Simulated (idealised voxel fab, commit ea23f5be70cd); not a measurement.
The process module presented herein is designated voxel transistor to metal.
The cross-section on display is named cut; it measures 200 nm wide, and its cells are 5 nm squares.
For the purposes of this document, a cross-section shall be understood as a grid of square cells, specified as bands listed in top-to-bottom order, each band consisting of one or more rows of cells.
The entry gives the band's vertical extent as a top height and a bottom height in nm, then its horizontal make-up as materials from left to right, each with a width in nm. "empty" stands for empty space; a single material marked "throughout" fills the band edge to edge.
It should be noted that heights are counted from 0, beneath which the wafer as supplied is of one material throughout, and that the lowest band possesses no lower boundary but continues downward, as written in "z 0 and below".
Top row gets the first number, bottom row gets the second, and each row in between changes by the same step: that is how a band width like "30..40" works.
Step marked "nothing changed"? Then no cell in the cross-section changed in it.
Voids not open to the top, 8 cells minimum: see "Completely enclosed voids". Written width x height at distance; distance is from the left edge; nm.
Whatever follows a step's settings on its line is a remark the simulator itself makes about that step.
overlay nm: step with mask; distance mask lay right of planned place; negative value = left of planned place.
Process steps foreseen in the plan:
- 1: RECEIVE, material Si
- 2: CONFORMAL_DEP, material SiO2, thk nm 5
- 3: CONFORMAL_DEP, material SiN, thk nm 10
- 4: MASKED_ETCH, tone cover, mask id ACTIVE, width nm 135, etch materials SiN, depth nm 10, overlay nm 0
- 5: MASKED_ETCH, tone cover, mask id ACTIVE, width nm 135, etch materials SiO2, depth nm 5, overlay nm 0
- 6: MASKED_ETCH, tone cover, mask id ACTIVE, width nm 135, etch materials Si, depth nm 35, overlay nm 0
- 7: OXIDIZE, depth nm 5
- 8: FILL_DEP, material SiO2, thk nm 10
- 9: CMP, height nm 15
- 10: SELECTIVE_ETCH, etch materials SiO2, depth nm 5
- 11: STRIP, etch materials SiN
- 12: SELECTIVE_ETCH, etch materials SiO2, depth nm 5
- 13: OXIDIZE, depth nm 5
- 14: DIRECTIONAL_DEP, material polySi, thk nm 30
- 15: DIRECTIONAL_DEP, material SiCN, thk nm 15
- 16: DIRECTIONAL_DEP, material aC, thk nm 15
- 17: PATTERN, tone cover, mask id GATE, material resist, width nm 35, thk nm 35, overlay nm 0
- 18: DIRECTIONAL_ETCH, etch materials aC, depth nm 15
- 19: STRIP, etch materials resist
- 20: DIRECTIONAL_ETCH, etch materials SiCN, depth nm 25
- 21: DIRECTIONAL_ETCH, etch materials polySi, depth nm 40
- 22: STRIP, etch materials aC
- 23: CONFORMAL_DEP, material SiO2, thk nm 5
- 24: DIRECTIONAL_ETCH, etch materials SiO2, depth nm 5
- 25: CONFORMAL_DEP, material SiN, thk nm 10
- 26: DIRECTIONAL_ETCH, etch materials SiN, depth nm 10
- 27: DIRECTIONAL_ETCH, etch materials SiO2, depth nm 5
- 28: DIRECTIONAL_ETCH, etch materials Si, depth nm 5
- 29: EPI, material pSi, thk nm 5
- 30: FILL_DEP, material SiO2, thk nm 5
- 31: CMP, height nm 30
- 32: STRIP, etch materials polySi
- 33: SELECTIVE_ETCH, etch materials SiO2, depth nm 5
- 34: CONFORMAL_DEP, material HfO2, thk nm 5
- 35: CONFORMAL_DEP, material TiN, thk nm 5
- 36: FILL_DEP, material W, thk nm 5
- 37: CMP, height nm 25
- 38: DIRECTIONAL_DEP, material SiO2, thk nm 10
- 39: PATTERN, tone open, mask id CONTACT, material resist, width nm 20, pitch nm 95, thk nm 15, overlay nm 0
- 40: DIRECTIONAL_ETCH, etch materials SiO2, depth nm 40
- 41: STRIP, etch materials resist
- 42: CONFORMAL_DEP, material TiN, thk nm 5
- 43: FILL_DEP, material W, thk nm 10
- 44: CMP, height nm 35
- 45: DIRECTIONAL_DEP, material TiN, thk nm 5
- 46: DIRECTIONAL_DEP, material Ru, thk nm 15
- 47: MASKED_ETCH, tone cover, mask id METAL_1, width nm 20, pitch nm 95, etch materials Ru, depth nm 15, overlay nm 0
- 48: MASKED_ETCH, tone cover, mask id METAL_1, width nm 20, pitch nm 95, etch materials TiN, depth nm 5, overlay nm 0
- 49: CONFORMAL_DEP, material SiN, thk nm 5
- 50: FILL_DEP, material lowk, thk nm 5
- 51: CMP, height nm 55
- 52: CONFORMAL_DEP, material SiCN, thk nm 5
The cross-section here shows the wafer as received, i.e. in its state after step 1:
    z 0 and below = Si throughout
    Completely enclosed voids: none
One mistake in running the module, otherwise start and plan as above: cross-section at the end:
    z 60 to 55 = SiCN throughout
    z 55 to 40 = 35 of lowk; 5 of SiN; 20 of Ru; 5 of SiN; 65 of lowk; 5 of SiN; 20 of Ru; 5 of SiN; 40 of lowk
    z 40 to 35 = 40 of SiN; 20 of TiN; 75 of SiN; 20 of TiN; 45 of SiN
    z 35 to 25 = 40 of SiO2; 5 of TiN; 10 of W; 5 of TiN; 75 of SiO2; 5 of TiN; 10 of W; 5 of TiN; 45 of SiO2
    z 25 to 5 = 40 of SiO2; 5 of TiN; 10 of W; 5 of TiN; 5 of SiO2; 10 of SiN; 5 of HfO2; 5 of TiN; 25 of W; 5 of TiN; 5 of HfO2; 10 of SiN; 5 of SiO2; 5 of TiN; 10 of W; 5 of TiN; 45 of SiO2
    z 5 to 0 = 25 of SiO2; 10 of SiN; 5 of SiO2; 5 of TiN; 10 of W; 5 of TiN; 5 of SiO2; 10 of SiN; 5 of HfO2; 35 of TiN; 5 of HfO2; 10 of SiN; 5 of SiO2; 5 of TiN; 10 of W; 5 of TiN; 5 of SiO2; 10 of SiN; 30 of SiO2
    z 0 to -5 = 25 of SiO2; 5 of SiN; 10 of SiO2; 20 of TiN; 5 of pSi; 10 of SiO2; 45 of HfO2; 10 of SiO2; 5 of pSi; 20 of TiN; 10 of SiO2; 5 of SiN; 30 of SiO2
    z -5 to -10 = 40 of SiO2; 25 of pSi; 65 of Si; 25 of pSi; 45 of SiO2
    z -10 to -40 = 35 of SiO2; 125 of Si; 40 of SiO2
    z -40 and below = Si throughout
    Completely enclosed voids: none
The mistake made against the process plan was this: steps 10 and 11 swapped
